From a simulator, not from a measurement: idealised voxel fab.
Process module in this document: voxel ribs on slabs
Displayed cross-section: cut, width of 240 nm, square cells sized 5 nm.
Each cross-section below is a grid of square cells, stated as bands in top-down order, with one or more rows of cells making up each band.
Heights first: top, then bottom, in nm. Then materials, left to right, each with a width in nm. "edge to edge" on a single material: fills the band edge to edge. "blank": empty space.
Basically, 0 is our baseline, since under it the wafer straight out of the box is all one material. The bottom band has no lower end and keeps on going down, so it looks like "top 0, no bottom".
So if you see something like "30 to 40" for the width, read it as the top row of the band sitting at the first number and the bottom row at the second, with every row in between moving by the same amount as the last.
For the purposes of this document, the phrase "nothing got changed" attached to a step denotes that no cell within the cross-section was modified by that step.
Reported under the label "Closed void roster" are the empty spaces having no open way to the top and comprising 8 cells or more; the notation for each is width x height at distance, in which the distance is measured from the left edge and all three values are in nm.
If you see something after the settings on a step's line, that's the simulator's own remark about that step.
overlay nm: where the mask lay relative to plan, measured to the right, on steps with a mask; negatives go left.
## Set out below are the planned steps of the process
1. RECEIVE, material Si
2. DIRECTIONAL_DEP, material SiO2, thk nm 30
3. DIRECTIONAL_DEP, material SiN, thk nm 20
4. PATTERN, tone cover, mask id RIB, material resist, width nm 20, thk nm 15, overlay nm 0
5. DIRECTIONAL_ETCH, etch materials SiN, depth nm 10
6. STRIP, etch materials resist
7. PATTERN, tone cover, mask id SLAB, material resist, width nm 70, thk nm 15, overlay nm 0
8. DIRECTIONAL_ETCH, etch materials SiN, depth nm 10
9. STRIP, etch materials resist
10. FILL_DEP, material SiO2, thk nm 30
11. CMP, height nm 70
12. DIRECTIONAL_DEP, material W, thk nm 10
13. MASKED_ETCH, tone cover, mask id HEATER, width nm 30, etch materials W, depth nm 10, overlay nm 0
14. CONFORMAL_DEP, material SiO2, thk nm 10
## Step 1 complete: cross-section of the wafer as received
    top 0, no bottom | Si edge to edge
    Closed void roster: none
## Cross-section taken at module completion on the first of two wafers; processed per the plan
    top 90, bottom 80 | 95 of blank | 50 of SiO2 | 95 of blank
    top 80, bottom 70 | 105 of SiO2 | 30 of W | 105 of SiO2
    top 70, bottom 50 | SiO2 edge to edge
    top 50, bottom 40 | 110 of SiO2 | 20 of SiN | 110 of SiO2
    top 40, bottom 30 | 85 of SiO2 | 70 of SiN | 85 of SiO2
    top 30, bottom 0 | SiO2 edge to edge
    top 0, no bottom | Si edge to edge
    Closed void roster: none
## End-of-module cross-section of the second wafer: identical starting point and process plan to the first, with one processing mistake
    top 90, bottom 80 | 95 of blank | 50 of SiO2 | 95 of blank
    top 80, bottom 70 | 105 of SiO2 | 30 of W | 105 of SiO2
    top 70, bottom 50 | SiO2 edge to edge
    top 50, bottom 40 | 110 of SiO2 | 20 of SiN | 110 of SiO2
    top 40, bottom 30 | 90 of SiO2 | 60 of SiN | 90 of SiO2
    top 30, bottom 0 | SiO2 edge to edge
    top 0, no bottom | Si edge to edge
    Closed void roster: none
Which mistake was made when the wafer was run? planned and actual differ for step 7; actual: PATTERN, tone cover, mask id SLAB, material resist, width nm 60, thk nm 15, overlay nm 0
Wrapping up, a cell-based count of both wafers puts the second over or under the first for these materials: 4 fewer of SiN; 4 more of SiO2
